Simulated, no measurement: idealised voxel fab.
process module | voxel transistor to metal
cross-section cut | 150 nm wide | cells 5 nm
A cross-section is a grid of square cells, given in bands from the top down. A band is one or more rows of cells.
Each band's line starts with the height of the band's top and of its bottom, in nm. Then come its materials from left to right, each with its width in nm. One material with "throughout" fills the band from edge to edge. "air" is empty space.
Height 0 is the level under which the wafer as received is all one material. The lowest band goes on downwards, as in "0 down".
A width such as "30 to 40" changes by the same amount from each row of cells to the next, from the band's top row to its bottom row.
"no change" after a step means that no cell of the cross-section changed.
closed voids: empty space of 8 cells or more with no open way to the top, each as width x height at its distance from the left edge, in nm
after a step's settings: what the simulator itself notes on the step
overlay nm, on a step with a mask: how far to the right of its planned place the mask lay; to the left if negative
plan
1 op RECEIVE | material Si
2 op OXIDIZE | depth nm 5
3 op CONFORMAL_DEP | material SiN | thk nm 10
4 op PATTERN | tone cover | mask id ACTIVE | material resist | width nm 120 | thk nm 15 | overlay nm 0
5 op DIRECTIONAL_ETCH | etch materials SiN | depth nm 10
6 op DIRECTIONAL_ETCH | etch materials SiO2 | depth nm 5
7 op DIRECTIONAL_ETCH | etch materials Si | depth nm 35
8 op STRIP | etch materials resist
9 op FILL_DEP | material SiO2 | thk nm 10
10 op CMP | height nm 10
11 op SELECTIVE_ETCH | etch materials SiO2 | depth nm 10
12 op STRIP | etch materials SiN
13 op SELECTIVE_ETCH | etch materials SiO2 | depth nm 5
14 op OXIDIZE | depth nm 5
15 op DIRECTIONAL_DEP | material polySi | thk nm 20
16 op DIRECTIONAL_DEP | material SiCN | thk nm 15
17 op MASKED_ETCH | tone cover | mask id GATE | width nm 30 | etch materials SiCN | depth nm 25 | overlay nm 0
18 op MASKED_ETCH | tone cover | mask id GATE | width nm 30 | etch materials polySi | depth nm 30 | overlay nm 0
19 op CONFORMAL_DEP | material SiO2 | thk nm 5
20 op DIRECTIONAL_ETCH | etch materials SiO2 | depth nm 5
21 op CONFORMAL_DEP | material SiN | thk nm 10
22 op DIRECTIONAL_ETCH | etch materials SiN | depth nm 10
23 op DIRECTIONAL_ETCH | etch materials SiO2 | depth nm 5
24 op DIRECTIONAL_ETCH | etch materials Si | depth nm 5
25 op EPI | material nSi | thk nm 5
26 op FILL_DEP | material SiO2 | thk nm 5
27 op CMP | height nm 15
28 op STRIP | etch materials polySi
29 op SELECTIVE_ETCH | etch materials SiO2 | depth nm 5
30 op CONFORMAL_DEP | material HfO2 | thk nm 5
31 op CONFORMAL_DEP | material TiN | thk nm 5
32 op FILL_DEP | material W | thk nm 5
33 op CMP | height nm 10
34 op DIRECTIONAL_DEP | material SiO2 | thk nm 15
35 op PATTERN | tone open | mask id CONTACT | material resist | width nm 20 | pitch nm 90 | thk nm 15 | overlay nm 0
36 op DIRECTIONAL_ETCH | etch materials SiO2 | depth nm 35
37 op STRIP | etch materials resist
38 op CONFORMAL_DEP | material TiN | thk nm 5
39 op FILL_DEP | material W | thk nm 10
40 op CMP | height nm 25
41 op CONFORMAL_DEP | material SiCN | thk nm 5
42 op DIRECTIONAL_DEP | material lowk | thk nm 25
43 op MASKED_ETCH | tone open | mask id METAL_1 | width nm 20 | pitch nm 90 | etch materials lowk | depth nm 25 | overlay nm 0
44 op MASKED_ETCH | tone open | mask id METAL_1 | width nm 20 | pitch nm 90 | etch materials SiCN | depth nm 5 | overlay nm 0
45 op CONFORMAL_DEP | material TiN | thk nm 5
46 op FILL_DEP | material Cu | thk nm 10
47 op CMP | height nm 55
48 op CONFORMAL_DEP | material SiCN | thk nm 5
49 op DIRECTIONAL_DEP | material lowk | thk nm 25
50 op DIRECTIONAL_DEP | material aC | thk nm 10
51 op PATTERN | tone open | mask id METAL_2 | material resist | width nm 20 | pitch nm 90 | thk nm 30 | overlay nm 0
52 op DIRECTIONAL_ETCH | etch materials aC | depth nm 10
53 op STRIP | etch materials resist
54 op DIRECTIONAL_ETCH | etch materials lowk | depth nm 15
55 op STRIP | etch materials aC
56 op DIRECTIONAL_DEP | material aC | thk nm 15
57 op PATTERN | tone open | mask id METAL_2_HOLES | material resist | width nm 15 | pitch nm 90 | thk nm 30 | overlay nm 0
58 op DIRECTIONAL_ETCH | etch materials aC | depth nm 15
59 op STRIP | etch materials resist
60 op DIRECTIONAL_ETCH | etch materials lowk | depth nm 10
61 op DIRECTIONAL_ETCH | etch materials SiCN | depth nm 5
62 op STRIP | etch materials aC
63 op CONFORMAL_DEP | material TiN | thk nm 5
64 op FILL_DEP | material Ru | thk nm 10
65 op CMP | height nm 85
66 op CONFORMAL_DEP | material SiN | thk nm 5
first wafer, as planned
as received, after step 1
  0 down: Si throughout
  closed voids: none
after step 2
  0 to -5: SiO2 throughout
  below -5: unchanged
after step 3
  10 to 0: SiN throughout
  below 0: unchanged
after step 4
  25 to 10: air 15 | resist 120 | air 15
  below 10: unchanged
after step 5
  25 to 10: air 15 | resist 120 | air 15
  10 to 0: air 15 | SiN 120 | air 15
  below 0: unchanged
after step 6
  25 to 10: air 15 | resist 120 | air 15
  10 to 0: air 15 | SiN 120 | air 15
  0 to -5: air 15 | SiO2 120 | air 15
  below -5: unchanged
after step 7
  25 to 10: air 15 | resist 120 | air 15
  10 to 0: air 15 | SiN 120 | air 15
  0 to -5: air 15 | SiO2 120 | air 15
  -5 to -40: air 15 | Si 120 | air 15
  below -40: unchanged
after step 8
  10 to 0: air 15 | SiN 120 | air 15
  below 0: unchanged
after step 9
  20 to 10: SiO2 throughout
  10 to 0: SiO2 15 | SiN 120 | SiO2 15
  0 to -5: SiO2 throughout
  -5 to -40: SiO2 15 | Si 120 | SiO2 15
  below -40: unchanged
after step 10
  10 to 0: SiO2 15 | SiN 120 | SiO2 15
  below 0: unchanged
after step 11
  10 to 0: air 15 | SiN 120 | air 15
  below 0: unchanged
after step 12
  0 to -5: SiO2 throughout
  below -5: unchanged
after step 13
  -5 to -40: SiO2 15 | Si 120 | SiO2 15
  below -40: unchanged
after step 14
  -5 to -10: SiO2 throughout
  below -10: unchanged
after step 15
  15 to -5: polySi throughout
  below -5: unchanged
after step 16
  30 to 15: SiCN throughout
  below 15: unchanged
after step 17
  30 to 15: air 60 | SiCN 30 | air 60
  below 15: unchanged
after step 18
  30 to 15: air 60 | SiCN 30 | air 60
  15 to -5: air 60 | polySi 30 | air 60
  below -5: unchanged
after step 19
  35 to 30: air 55 | SiO2 40 | air 55
  30 to 15: air 55 | SiO2 5 | SiCN 30 | SiO2 5 | air 55
  15 to 0: air 55 | SiO2 5 | polySi 30 | SiO2 5 | air 55
  0 to -5: SiO2 60 | polySi 30 | SiO2 60
  below -5: unchanged
after step 20
  30 to 15: air 55 | SiO2 5 | SiCN 30 | SiO2 5 | air 55
  15 to -5: air 55 | SiO2 5 | polySi 30 | SiO2 5 | air 55
  below -5: unchanged
after step 21
  40 to 30: air 45 | SiN 60 | air 45
  30 to 15: air 45 | SiN 10 | SiO2 5 | SiCN 30 | SiO2 5 | SiN 10 | air 45
  15 to 5: air 45 | SiN 10 | SiO2 5 | polySi 30 | SiO2 5 | SiN 10 | air 45
  5 to -5: SiN 55 | SiO2 5 | polySi 30 | SiO2 5 | SiN 55
  below -5: unchanged
after step 22
  30 to 15: air 45 | SiN 10 | SiO2 5 | SiCN 30 | SiO2 5 | SiN 10 | air 45
  15 to -5: air 45 | SiN 10 | SiO2 5 | polySi 30 | SiO2 5 | SiN 10 | air 45
  below -5: unchanged
after step 23
  30 to 25: air 45 | SiN 10 | air 5 | SiCN 30 | air 5 | SiN 10 | air 45
  25 to 15: air 45 | SiN 10 | SiO2 5 | SiCN 30 | SiO2 5 | SiN 10 | air 45
  15 to -5: air 45 | SiN 10 | SiO2 5 | polySi 30 | SiO2 5 | SiN 10 | air 45
  -5 to -10: air 45 | SiO2 60 | air 45
  below -10: unchanged
after step 24
  30 to 25: air 45 | SiN 10 | air 5 | SiCN 30 | air 5 | SiN 10 | air 45
  25 to 15: air 45 | SiN 10 | SiO2 5 | SiCN 30 | SiO2 5 | SiN 10 | air 45
  15 to -5: air 45 | SiN 10 | SiO2 5 | polySi 30 | SiO2 5 | SiN 10 | air 45
  -5 to -10: air 45 | SiO2 60 | air 45
  -10 to -15: SiO2 15 | air 30 | Si 60 | air 30 | SiO2 15
  below -15: unchanged
after step 25
  30 to 25: air 45 | SiN 10 | air 5 | SiCN 30 | air 5 | SiN 10 | air 45
  25 to 15: air 45 | SiN 10 | SiO2 5 | SiCN 30 | SiO2 5 | SiN 10 | air 45
  15 to -5: air 45 | SiN 10 | SiO2 5 | polySi 30 | SiO2 5 | SiN 10 | air 45
  -5 to -10: air 40 | nSi 5 | SiO2 60 | nSi 5 | air 40
  -10 to -15: SiO2 15 | nSi 30 | Si 60 | nSi 30 | SiO2 15
  below -15: unchanged
after step 26
  35 to 30: SiO2 throughout
  30 to 15: SiO2 45 | SiN 10 | SiO2 5 | SiCN 30 | SiO2 5 | SiN 10 | SiO2 45
  15 to -5: SiO2 45 | SiN 10 | SiO2 5 | polySi 30 | SiO2 5 | SiN 10 | SiO2 45
  -5 to -10: SiO2 40 | nSi 5 | SiO2 60 | nSi 5 | SiO2 40
  below -10: unchanged
after step 27
  15 to -5: SiO2 45 | SiN 10 | SiO2 5 | polySi 30 | SiO2 5 | SiN 10 | SiO2 45
  below -5: unchanged
after step 28
  15 to -5: SiO2 45 | SiN 10 | SiO2 5 | air 30 | SiO2 5 | SiN 10 | SiO2 45
  below -5: unchanged
after step 29
  15 to 10: air 45 | SiN 10 | air 40 | SiN 10 | air 45
  10 to -5: SiO2 45 | SiN 10 | air 40 | SiN 10 | SiO2 45
  -5 to -10: SiO2 40 | nSi 5 | SiO2 10 | air 40 | SiO2 10 | nSi 5 | SiO2 40
  below -10: unchanged
after step 30
  20 to 15: air 40 | HfO2 20 | air 30 | HfO2 20 | air 40
  15 to 10: HfO2 45 | SiN 10 | HfO2 5 | air 30 | HfO2 5 | SiN 10 | HfO2 45
  10 to -5: SiO2 45 | SiN 10 | HfO2 5 | air 30 | HfO2 5 | SiN 10 | SiO2 45
  -5 to -10: SiO2 40 | nSi 5 | SiO2 10 | HfO2 40 | SiO2 10 | nSi 5 | SiO2 40
  below -10: unchanged
after step 31
  25 to 20: air 35 | TiN 30 | air 20 | TiN 30 | air 35
  20 to 15: TiN 40 | HfO2 20 | TiN 5 | air 20 | TiN 5 | HfO2 20 | TiN 40
  15 to 10: HfO2 45 | SiN 10 | HfO2 5 | TiN 5 | air 20 | TiN 5 | HfO2 5 | SiN 10 | HfO2 45
  10 to 0: SiO2 45 | SiN 10 | HfO2 5 | TiN 5 | air 20 | TiN 5 | HfO2 5 | SiN 10 | SiO2 45
  0 to -5: SiO2 45 | SiN 10 | HfO2 5 | TiN 30 | HfO2 5 | SiN 10 | SiO2 45
  below -5: unchanged
after step 32
  30 to 25: W throughout
  25 to 20: W 35 | TiN 30 | W 20 | TiN 30 | W 35
  20 to 15: TiN 40 | HfO2 20 | TiN 5 | W 20 | TiN 5 | HfO2 20 | TiN 40
  15 to 10: HfO2 45 | SiN 10 | HfO2 5 | TiN 5 | W 20 | TiN 5 | HfO2 5 | SiN 10 | HfO2 45
  10 to 0: SiO2 45 | SiN 10 | HfO2 5 | TiN 5 | W 20 | TiN 5 | HfO2 5 | SiN 10 | SiO2 45
  below 0: unchanged
after step 33
  10 to 0: SiO2 45 | SiN 10 | HfO2 5 | TiN 5 | W 20 | TiN 5 | HfO2 5 | SiN 10 | SiO2 45
  below 0: unchanged
after step 34
  25 to 10: SiO2 throughout
  below 10: unchanged
after step 35
  40 to 25: resist 20 | air 20 | resist 70 | air 20 | resist 20
  below 25: unchanged
after step 36
  40 to 25: resist 20 | air 20 | resist 70 | air 20 | resist 20
  25 to 10: SiO2 20 | air 20 | SiO2 70 | air 20 | SiO2 20
  10 to 0: SiO2 20 | air 20 | SiO2 5 | SiN 10 | HfO2 5 | TiN 5 | W 20 | TiN 5 | HfO2 5 | SiN 10 | SiO2 5 | air 20 | SiO2 20
  0 to -5: SiO2 20 | air 20 | SiO2 5 | SiN 10 | HfO2 5 | TiN 30 | HfO2 5 | SiN 10 | SiO2 5 | air 20 | SiO2 20
  -5 to -10: SiO2 20 | air 20 | nSi 5 | SiO2 10 | HfO2 40 | SiO2 10 | nSi 5 | air 20 | SiO2 20
  below -10: unchanged
after step 37
  25 to 10: SiO2 20 | air 20 | SiO2 70 | air 20 | SiO2 20
  below 10: unchanged
after step 38
  30 to 25: TiN 25 | air 10 | TiN 80 | air 10 | TiN 25
  25 to 10: SiO2 20 | TiN 5 | air 10 | TiN 5 | SiO2 70 | TiN 5 | air 10 | TiN 5 | SiO2 20
  10 to 0: SiO2 20 | TiN 5 | air 10 | TiN 5 | SiO2 5 | SiN 10 | HfO2 5 | TiN 5 | W 20 | TiN 5 | HfO2 5 | SiN 10 | SiO2 5 | TiN 5 | air 10 | TiN 5 | SiO2 20
  0 to -5: SiO2 20 | TiN 5 | air 10 | TiN 5 | SiO2 5 | SiN 10 | HfO2 5 | TiN 30 | HfO2 5 | SiN 10 | SiO2 5 | TiN 5 | air 10 | TiN 5 | SiO2 20
  -5 to -10: SiO2 20 | TiN 20 | nSi 5 | SiO2 10 | HfO2 40 | SiO2 10 | nSi 5 | TiN 20 | SiO2 20
  below -10: unchanged
after step 39
  40 to 30: W throughout
  30 to 25: TiN 25 | W 10 | TiN 80 | W 10 | TiN 25
  25 to 10: SiO2 20 | TiN 5 | W 10 | TiN 5 | SiO2 70 | TiN 5 | W 10 | TiN 5 | SiO2 20
  10 to 0: SiO2 20 | TiN 5 | W 10 | TiN 5 | SiO2 5 | SiN 10 | HfO2 5 | TiN 5 | W 20 | TiN 5 | HfO2 5 | SiN 10 | SiO2 5 | TiN 5 | W 10 | TiN 5 | SiO2 20
  0 to -5: SiO2 20 | TiN 5 | W 10 | TiN 5 | SiO2 5 | SiN 10 | HfO2 5 | TiN 30 | HfO2 5 | SiN 10 | SiO2 5 | TiN 5 | W 10 | TiN 5 | SiO2 20
  below -5: unchanged
after step 40
  25 to 10: SiO2 20 | TiN 5 | W 10 | TiN 5 | SiO2 70 | TiN 5 | W 10 | TiN 5 | SiO2 20
  below 10: unchanged
after step 41
  30 to 25: SiCN throughout
  below 25: unchanged
after step 42
  55 to 30: lowk throughout
  below 30: unchanged
after step 43
  55 to 30: lowk 20 | air 20 | lowk 70 | air 20 | lowk 20
  below 30: unchanged
after step 44
  55 to 30: lowk 20 | air 20 | lowk 70 | air 20 | lowk 20
  30 to 25: SiCN 20 | air 20 | SiCN 70 | air 20 | SiCN 20
  below 25: unchanged
after step 45
  60 to 55: TiN 25 | air 10 | TiN 80 | air 10 | TiN 25
  55 to 30: lowk 20 | TiN 5 | air 10 | TiN 5 | lowk 70 | TiN 5 | air 10 | TiN 5 | lowk 20
  30 to 25: SiCN 20 | TiN 20 | SiCN 70 | TiN 20 | SiCN 20
  below 25: unchanged
after step 46
  70 to 60: Cu throughout
  60 to 55: TiN 25 | Cu 10 | TiN 80 | Cu 10 | TiN 25
  55 to 30: lowk 20 | TiN 5 | Cu 10 | TiN 5 | lowk 70 | TiN 5 | Cu 10 | TiN 5 | lowk 20
  below 30: unchanged
after step 47
  55 to 30: lowk 20 | TiN 5 | Cu 10 | TiN 5 | lowk 70 | TiN 5 | Cu 10 | TiN 5 | lowk 20
  below 30: unchanged
after step 48
  60 to 55: SiCN throughout
  below 55: unchanged
after step 49
  85 to 60: lowk throughout
  below 60: unchanged
after step 50
  95 to 85: aC throughout
  below 85: unchanged
after step 51
  125 to 95: resist 20 | air 20 | resist 70 | air 20 | resist 20
  below 95: unchanged
after step 52
  115 to 95: resist 20 | air 20 | resist 70 | air 20 | resist 20
  95 to 85: aC 20 | air 20 | aC 70 | air 20 | aC 20
  below 85: unchanged
after step 53
  95 to 85: aC 20 | air 20 | aC 70 | air 20 | aC 20
  below 85: unchanged
after step 54
  95 to 85: aC 20 | air 20 | aC 70 | air 20 | aC 20
  85 to 70: lowk 20 | air 20 | lowk 70 | air 20 | lowk 20
  below 70: unchanged
after step 55
  85 to 70: lowk 20 | air 20 | lowk 70 | air 20 | lowk 20
  below 70: unchanged
after step 56
  100 to 85: aC 20 | air 20 | aC 70 | air 20 | aC 20
  85 to 70: lowk 20 | aC 20 | lowk 70 | aC 20 | lowk 20
  below 70: unchanged
after step 57
  130 to 100: resist 20 | air 15 | resist 75 | air 15 | resist 25
  100 to 85: aC 20 | air 15 | resist 5 | aC 70 | air 15 | resist 5 | aC 20
  below 85: unchanged
after step 58
  115 to 100: resist 20 | air 15 | resist 75 | air 15 | resist 25
  100 to 85: aC 20 | air 15 | resist 5 | aC 70 | air 15 | resist 5 | aC 20
  85 to 70: lowk 20 | air 15 | aC 5 | lowk 70 | air 15 | aC 5 | lowk 20
  below 70: unchanged
after step 59
  100 to 85: aC 20 | air 20 | aC 70 | air 20 | aC 20
  below 85: unchanged
after step 60
  100 to 85: aC 20 | air 20 | aC 70 | air 20 | aC 20
  85 to 70: lowk 20 | air 15 | aC 5 | lowk 70 | air 15 | aC 5 | lowk 20
  70 to 60: lowk 20 | air 15 | lowk 75 | air 15 | lowk 25
  below 60: unchanged
after step 61
  100 to 85: aC 20 | air 20 | aC 70 | air 20 | aC 20
  85 to 70: lowk 20 | air 15 | aC 5 | lowk 70 | air 15 | aC 5 | lowk 20
  70 to 60: lowk 20 | air 15 | lowk 75 | air 15 | lowk 25
  60 to 55: SiCN 20 | air 15 | SiCN 75 | air 15 | SiCN 25
  below 55: unchanged
after step 62
  85 to 70: lowk 20 | air 20 | lowk 70 | air 20 | lowk 20
  below 70: unchanged
after step 63
  90 to 85: TiN 25 | air 10 | TiN 80 | air 10 | TiN 25
  85 to 75: lowk 20 | TiN 5 | air 10 | TiN 5 | lowk 70 | TiN 5 | air 10 | TiN 5 | lowk 20
  75 to 70: lowk 20 | TiN 5 | air 5 | TiN 10 | lowk 70 | TiN 5 | air 5 | TiN 10 | lowk 20
  70 to 60: lowk 20 | TiN 5 | air 5 | TiN 5 | lowk 75 | TiN 5 | air 5 | TiN 5 | lowk 25
  60 to 55: SiCN 20 | TiN 15 | SiCN 75 | TiN 15 | SiCN 25
  below 55: unchanged
after step 64
  100 to 90: Ru throughout
  90 to 85: TiN 25 | Ru 10 | TiN 80 | Ru 10 | TiN 25
  85 to 75: lowk 20 | TiN 5 | Ru 10 | TiN 5 | lowk 70 | TiN 5 | Ru 10 | TiN 5 | lowk 20
  75 to 70: lowk 20 | TiN 5 | Ru 5 | TiN 10 | lowk 70 | TiN 5 | Ru 5 | TiN 10 | lowk 20
  70 to 60: lowk 20 | TiN 5 | Ru 5 | TiN 5 | lowk 75 | TiN 5 | Ru 5 | TiN 5 | lowk 25
  below 60: unchanged
after step 65
  85 to 75: lowk 20 | TiN 5 | Ru 10 | TiN 5 | lowk 70 | TiN 5 | Ru 10 | TiN 5 | lowk 20
  below 75: unchanged
after step 66
  90 to 85: SiN throughout
  below 85: unchanged
second wafer: like start, like plan, one mistake. Through step 50 it matches the first wafer
when step 51 should have ended
  125 to 95: air 20 | resist 20 | air 70 | resist 20 | air 20
  below 95: unchanged
when step 52 should have ended
  115 to 95: air 20 | resist 20 | air 70 | resist 20 | air 20
  95 to 85: air 20 | aC 20 | air 70 | aC 20 | air 20
  below 85: unchanged
when step 53 should have ended
  95 to 85: air 20 | aC 20 | air 70 | aC 20 | air 20
  below 85: unchanged
when step 54 should have ended
  95 to 85: air 20 | aC 20 | air 70 | aC 20 | air 20
  85 to 70: air 20 | lowk 20 | air 70 | lowk 20 | air 20
  below 70: unchanged
when step 55 should have ended
  85 to 70: air 20 | lowk 20 | air 70 | lowk 20 | air 20
  below 70: unchanged
when step 56 should have ended
  100 to 85: air 20 | aC 20 | air 70 | aC 20 | air 20
  85 to 70: aC 20 | lowk 20 | aC 70 | lowk 20 | aC 20
  below 70: unchanged
when step 57 should have ended
  130 to 100: resist 20 | air 15 | resist 75 | air 15 | resist 25
  100 to 85: resist 20 | aC 20 | resist 70 | aC 20 | resist 20
  below 85: unchanged
when step 58 should have ended
  115 to 100: resist 20 | air 15 | resist 75 | air 15 | resist 25
  100 to 85: resist 20 | air 15 | aC 5 | resist 70 | air 15 | aC 5 | resist 20
  below 85: unchanged
when step 59 should have ended
  100 to 85: air 35 | aC 5 | air 85 | aC 5 | air 20
  below 85: unchanged
when step 60 should have ended
  100 to 85: air 35 | aC 5 | air 85 | aC 5 | air 20
  85 to 75: aC 20 | air 15 | lowk 5 | aC 70 | air 15 | lowk 5 | aC 20
  below 75: unchanged
when step 61 should have ended: no change
when step 62 should have ended
  85 to 75: air 35 | lowk 5 | air 85 | lowk 5 | air 20
  75 to 70: air 20 | lowk 20 | air 70 | lowk 20 | air 20
  below 70: unchanged
when step 63 should have ended
  90 to 85: air 30 | TiN 15 | air 75 | TiN 15 | air 15
  85 to 75: air 30 to 15 | TiN 5 to 20 | lowk 5 | TiN 5 | air 75 to 60 | TiN 5 to 20 | lowk 5 | TiN 5 | air 15
  75 to 70: TiN 20 | lowk 20 | TiN 70 | lowk 20 | TiN 20
  below 70: unchanged
when step 64 should have ended
  100 to 90: Ru throughout
  90 to 85: Ru 30 | TiN 15 | Ru 75 | TiN 15 | Ru 15
  85 to 75: Ru 30 to 15 | TiN 5 to 20 | lowk 5 | TiN 5 | Ru 75 to 60 | TiN 5 to 20 | lowk 5 | TiN 5 | Ru 15
  below 75: unchanged
when step 65 should have ended
  85 to 75: Ru 30 to 15 | TiN 5 to 20 | lowk 5 | TiN 5 | Ru 75 to 60 | TiN 5 to 20 | lowk 5 | TiN 5 | Ru 15
  below 75: unchanged
when step 66 should have ended
  90 to 85: SiN throughout
  below 85: unchanged
what went wrong: step 51 ran as: op PATTERN | tone cover | mask id METAL_2 | material resist | width nm 20 | pitch nm 90 | thk nm 30 | overlay nm 0
at the end the second wafer has, in cells: 28 more of Ru | 6 more of SiCN | 8 more of TiN | 42 fewer of lowk
